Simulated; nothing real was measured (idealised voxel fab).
Process module in this document: voxel ribs on slabs
275 nm wide, 5 nm square cells: that's cross-section cut.
In this document a cross-section is written as a grid of square cells. It is given as a series of bands, listed from the top down, and a band is one or more rows of cells.
The entry gives the band's vertical extent as a top height and a bottom height in nm, then its horizontal make-up as materials from left to right, each with a width in nm. "empty" stands for empty space; a single material marked "edge to edge" fills the band edge to edge.
A quick word on heights: they are counted from 0, and under that level the wafer as it came to us is one material throughout. The lowest band is different from the rest in having no bottom; it simply continues downward, written as in "0 nm and below".
A width given as "30->40" starts at the first number in the band's top row and ends at the second number in its bottom row, shifting by an equal amount at every step from row to row.
What does "changes: none" mean for a step? It means no cell of the cross-section changed in that step.
The entry titled "Entrapped void list" provides the empty spaces that have no open way to the top, restricted to those of 8 cells or more. Each is presented as width x height at distance, the distance being measured from the left edge, with all three in nm.
after a step's settings: what the simulator itself notes on the step
overlay nm: step with mask; distance mask lay right of planned place; negative value = left of planned place.
**Process steps foreseen in the plan**
1: RECEIVE: material Si
2: DIRECTIONAL_DEP: material SiO2, thk nm 20
3: DIRECTIONAL_DEP: material polySi, thk nm 15
4: DIRECTIONAL_DEP: material aC, thk nm 15
5: PATTERN: tone cover, mask id RIB, material resist, width nm 15, thk nm 30, overlay nm 0
6: DIRECTIONAL_ETCH: etch materials aC, depth nm 15
7: STRIP: etch materials resist
8: DIRECTIONAL_ETCH: etch materials polySi, depth nm 10
9: STRIP: etch materials aC
10: MASKED_ETCH: tone cover, mask id SLAB, width nm 75, etch materials polySi, depth nm 5, overlay nm 0
11: FILL_DEP: material SiO2, thk nm 15
12: CMP: height nm 45
13: DIRECTIONAL_DEP: material W, thk nm 10
14: MASKED_ETCH: tone cover, mask id HEATER, width nm 25, etch materials W, depth nm 10, overlay nm 0
15: CONFORMAL_DEP: material SiO2, thk nm 5
**Incoming wafer in cross-section (state: after step 1)**
- 0 nm and below | Si edge to edge
- Entrapped void list: none
**First wafer of two, sectioned at end of module; run went per plan**
- 60 nm to 55 nm | empty (120)  SiO2 (35)  empty (120)
- 55 nm to 50 nm | empty (120)  SiO2 (5)  W (25)  SiO2 (5)  empty (120)
- 50 nm to 45 nm | SiO2 (125)  W (25)  SiO2 (125)
- 45 nm to 35 nm | SiO2 edge to edge
- 35 nm to 25 nm | SiO2 (130)  polySi (15)  SiO2 (130)
- 25 nm to 20 nm | SiO2 (100)  polySi (75)  SiO2 (100)
- 20 nm to 0 nm | SiO2 edge to edge
- 0 nm and below | Si edge to edge
- Entrapped void list: none
**Same start, same plan as the first wafer - but one mistake in the run. Cross-section of the second of the two at the end of the module**
- 60 nm to 55 nm | empty (120)  SiO2 (35)  empty (120)
- 55 nm to 50 nm | empty (120)  SiO2 (5)  W (25)  SiO2 (5)  empty (120)
- 50 nm to 45 nm | SiO2 (125)  W (25)  SiO2 (125)
- 45 nm to 35 nm | SiO2 (130->100)  polySi (15->75)  SiO2 (130->100)
- 35 nm to 20 nm | polySi edge to edge
- 20 nm to 0 nm | SiO2 edge to edge
- 0 nm and below | Si edge to edge
- Entrapped void list: none
What broke from the plan during processing? the plan had its step 3 run twice
at the end the second wafer has, in cells: 162 fewer of SiO2 | 162 more of polySi
